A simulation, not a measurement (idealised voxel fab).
Process module in this document: voxel self aligned contacts
Pictured: cross-section cut, 185 nm wide, on a grid of 5 nm square cells.
Heads up, the way a cross-section reads in here is a grid of square cells, handed over as bands from the top down, with every band being one or more rows of cells. Quick guide to a band line: top height, bottom height (nm) up front; then every material left to right with its width in nm. Only one material and it's marked "everywhere"? Then it fills the band edge to edge. And "empty" just means empty space. Ref level 0: as-received wafer is one material below here. Bottom band extends down with no lower bound ("0..down"). Top row gets the first number, bottom row gets the second, and each row in between changes by the same step: that is how a band width like "30..40" works. "everything unchanged" means the step left every cell of the cross-section as it was. So "Enclosed empty spaces" is basically the list of trapped voids: any empty space of 8 cells or more that can't reach the top through an opening. They're written width x height at distance, the distance being from the left edge, and it's all nm. If you see something after the settings on a step's line, that's the simulator's own remark about that step. overlay nm: mask offset rightward from planned place, masked step; negative means leftward offset.
[Process steps - plan]
1 RECEIVE, material Si
2 CONFORMAL_DEP, material SiO2, thk nm 5
3 DIRECTIONAL_DEP, material polySi, thk nm 25
4 DIRECTIONAL_DEP, material SiN, thk nm 25
5 DIRECTIONAL_DEP, material aC, thk nm 15
6 PATTERN, tone cover, mask id GATE, material resist, width nm 30, pitch nm 75, thk nm 30, overlay nm 0
7 DIRECTIONAL_ETCH, etch materials aC, depth nm 15
8 STRIP, etch materials resist
9 DIRECTIONAL_ETCH, etch materials SiN, depth nm 25
10 DIRECTIONAL_ETCH, etch materials polySi, depth nm 25
11 STRIP, etch materials aC
12 CONFORMAL_DEP, material SiN, thk nm 10
13 DIRECTIONAL_ETCH, etch materials SiN, depth nm 10
14 FILL_DEP, material SiO2, thk nm 15
15 CMP, height nm 60
16 MASKED_ETCH, tone open, mask id CONTACT, width nm 55, etch materials SiO2, depth nm 60, overlay nm 0
17 CONFORMAL_DEP, material TiN, thk nm 5
18 FILL_DEP, material Ru, thk nm 10
19 CMP, height nm 60
20 CONFORMAL_DEP, material SiCN, thk nm 5
[Account of the first of two wafers, which was processed as intended]
[This is the cross-section of the wafer as we received it, i.e. after step 1]
	0..down | Si everywhere
	Enclosed empty spaces: none
[Wafer section view after processing step 2]
	5..0 | SiO2 everywhere
	below 0: unchanged
[Wafer section view after processing step 3]
	30..5 | polySi everywhere
	below 5: unchanged
[Wafer section view after processing step 4]
	55..30 | SiN everywhere
	below 30: unchanged
[Wafer section view after processing step 5]
	70..55 | aC everywhere
	below 55: unchanged
[Wafer section view after processing step 6]
	100..70 | empty (40), resist (30), empty (45), resist (30), empty (40)
	below 70: unchanged
[Wafer section view after processing step 7]
	85..70 | empty (40), resist (30), empty (45), resist (30), empty (40)
	70..55 | empty (40), aC (30), empty (45), aC (30), empty (40)
	below 55: unchanged
[Wafer section view after processing step 8]
	70..55 | empty (40), aC (30), empty (45), aC (30), empty (40)
	below 55: unchanged
[Wafer section view after processing step 9]
	70..55 | empty (40), aC (30), empty (45), aC (30), empty (40)
	55..30 | empty (40), SiN (30), empty (45), SiN (30), empty (40)
	below 30: unchanged
[Wafer section view after processing step 10]
	70..55 | empty (40), aC (30), empty (45), aC (30), empty (40)
	55..30 | empty (40), SiN (30), empty (45), SiN (30), empty (40)
	30..5 | empty (40), polySi (30), empty (45), polySi (30), empty (40)
	below 5: unchanged
[Wafer section view after processing step 11]
	55..30 | empty (40), SiN (30), empty (45), SiN (30), empty (40)
	below 30: unchanged
[Wafer section view after processing step 12]
	65..30 | empty (30), SiN (50), empty (25), SiN (50), empty (30)
	30..15 | empty (30), SiN (10), polySi (30), SiN (10), empty (25), SiN (10), polySi (30), SiN (10), empty (30)
	15..5 | SiN (40), polySi (30), SiN (45), polySi (30), SiN (40)
	below 5: unchanged
[Wafer section view after processing step 13]
	55..30 | empty (30), SiN (50), empty (25), SiN (50), empty (30)
	30..5 | empty (30), SiN (10), polySi (30), SiN (10), empty (25), SiN (10), polySi (30), SiN (10), empty (30)
	below 5: unchanged
[Wafer section view after processing step 14]
	70..55 | SiO2 everywhere
	55..30 | SiO2 (30), SiN (50), SiO2 (25), SiN (50), SiO2 (30)
	30..5 | SiO2 (30), SiN (10), polySi (30), SiN (10), SiO2 (25), SiN (10), polySi (30), SiN (10), SiO2 (30)
	below 5: unchanged
[Wafer section view after processing step 15]
	60..55 | SiO2 everywhere
	below 55: unchanged
[Wafer section view after processing step 16]
	60..55 | SiO2 (65), empty (55), SiO2 (65)
	55..30 | SiO2 (30), SiN (50), empty (25), SiN (50), SiO2 (30)
	30..5 | SiO2 (30), SiN (10), polySi (30), SiN (10), empty (25), SiN (10), polySi (30), SiN (10), SiO2 (30)
	5..0 | SiO2 (80), empty (25), SiO2 (80)
	below 0: unchanged
[Wafer section view after processing step 17]
	65..60 | TiN (70), empty (45), TiN (70)
	60..55 | SiO2 (65), TiN (20), empty (15), TiN (20), SiO2 (65)
	55..30 | SiO2 (30), SiN (50), TiN (5), empty (15), TiN (5), SiN (50), SiO2 (30)
	30..5 | SiO2 (30), SiN (10), polySi (30), SiN (10), TiN (5), empty (15), TiN (5), SiN (10), polySi (30), SiN (10), SiO2 (30)
	5..0 | SiO2 (80), TiN (25), SiO2 (80)
	below 0: unchanged
[Wafer section view after processing step 18]
	75..65 | Ru everywhere
	65..60 | TiN (70), Ru (45), TiN (70)
	60..55 | SiO2 (65), TiN (20), Ru (15), TiN (20), SiO2 (65)
	55..30 | SiO2 (30), SiN (50), TiN (5), Ru (15), TiN (5), SiN (50), SiO2 (30)
	30..5 | SiO2 (30), SiN (10), polySi (30), SiN (10), TiN (5), Ru (15), TiN (5), SiN (10), polySi (30), SiN (10), SiO2 (30)
	below 5: unchanged
[Wafer section view after processing step 19]
	60..55 | SiO2 (65), TiN (20), Ru (15), TiN (20), SiO2 (65)
	below 55: unchanged
[Wafer section view after processing step 20]
	65..60 | SiCN everywhere
	below 60: unchanged
[The Second Wafer: Common Origin and Plan, One Mistake in Execution, Identical to the First Through Step 11]
[Planned end of step 12: second wafer, cross-section]
	65..55 | empty (30), SiCN (50), empty (25), SiCN (50), empty (30)
	55..30 | empty (30), SiCN (10), SiN (30), SiCN (10), empty (25), SiCN (10), SiN (30), SiCN (10), empty (30)
	30..15 | empty (30), SiCN (10), polySi (30), SiCN (10), empty (25), SiCN (10), polySi (30), SiCN (10), empty (30)
	15..5 | SiCN (40), polySi (30), SiCN (45), polySi (30), SiCN (40)
	below 5: unchanged
Planned end of step 13: second wafer, cross-section: everything unchanged
[Planned end of step 14: second wafer, cross-section]
	80..65 | SiO2 everywhere
	65..55 | SiO2 (30), SiCN (50), SiO2 (25), SiCN (50), SiO2 (30)
	55..30 | SiO2 (30), SiCN (10), SiN (30), SiCN (10), SiO2 (25), SiCN (10), SiN (30), SiCN (10), SiO2 (30)
	30..15 | SiO2 (30), SiCN (10), polySi (30), SiCN (10), SiO2 (25), SiCN (10), polySi (30), SiCN (10), SiO2 (30)
	below 15: unchanged
[Planned end of step 15: second wafer, cross-section]
	60..55 | SiO2 (30), SiCN (50), SiO2 (25), SiCN (50), SiO2 (30)
	below 55: unchanged
[Planned end of step 16: second wafer, cross-section]
	60..55 | SiO2 (30), SiCN (50), empty (25), SiCN (50), SiO2 (30)
	55..30 | SiO2 (30), SiCN (10), SiN (30), SiCN (10), empty (25), SiCN (10), SiN (30), SiCN (10), SiO2 (30)
	30..15 | SiO2 (30), SiCN (10), polySi (30), SiCN (10), empty (25), SiCN (10), polySi (30), SiCN (10), SiO2 (30)
	below 15: unchanged
[Planned end of step 17: second wafer, cross-section]
	65..60 | TiN (85), empty (15), TiN (85)
	60..55 | SiO2 (30), SiCN (50), TiN (5), empty (15), TiN (5), SiCN (50), SiO2 (30)
	55..30 | SiO2 (30), SiCN (10), SiN (30), SiCN (10), TiN (5), empty (15), TiN (5), SiCN (10), SiN (30), SiCN (10), SiO2 (30)
	30..20 | SiO2 (30), SiCN (10), polySi (30), SiCN (10), TiN (5), empty (15), TiN (5), SiCN (10), polySi (30), SiCN (10), SiO2 (30)
	20..15 | SiO2 (30), SiCN (10), polySi (30), SiCN (10), TiN (25), SiCN (10), polySi (30), SiCN (10), SiO2 (30)
	below 15: unchanged
[Planned end of step 18: second wafer, cross-section]
	75..65 | Ru everywhere
	65..60 | TiN (85), Ru (15), TiN (85)
	60..55 | SiO2 (30), SiCN (50), TiN (5), Ru (15), TiN (5), SiCN (50), SiO2 (30)
	55..30 | SiO2 (30), SiCN (10), SiN (30), SiCN (10), TiN (5), Ru (15), TiN (5), SiCN (10), SiN (30), SiCN (10), SiO2 (30)
	30..20 | SiO2 (30), SiCN (10), polySi (30), SiCN (10), TiN (5), Ru (15), TiN (5), SiCN (10), polySi (30), SiCN (10), SiO2 (30)
	below 20: unchanged
[Planned end of step 19: second wafer, cross-section]
	60..55 | SiO2 (30), SiCN (50), TiN (5), Ru (15), TiN (5), SiCN (50), SiO2 (30)
	below 55: unchanged
[Planned end of step 20: second wafer, cross-section]
	65..60 | SiCN everywhere
	below 60: unchanged
Which mistake was made when the wafer was run? step 12 went in with a setting other than planned; the actual run was CONFORMAL_DEP, material SiCN, thk nm 10
Final cells, second wafer relative to first, materials higher or lower: -9 Ru | +134 SiCN | -80 SiN | -33 SiO2 | -12 TiN
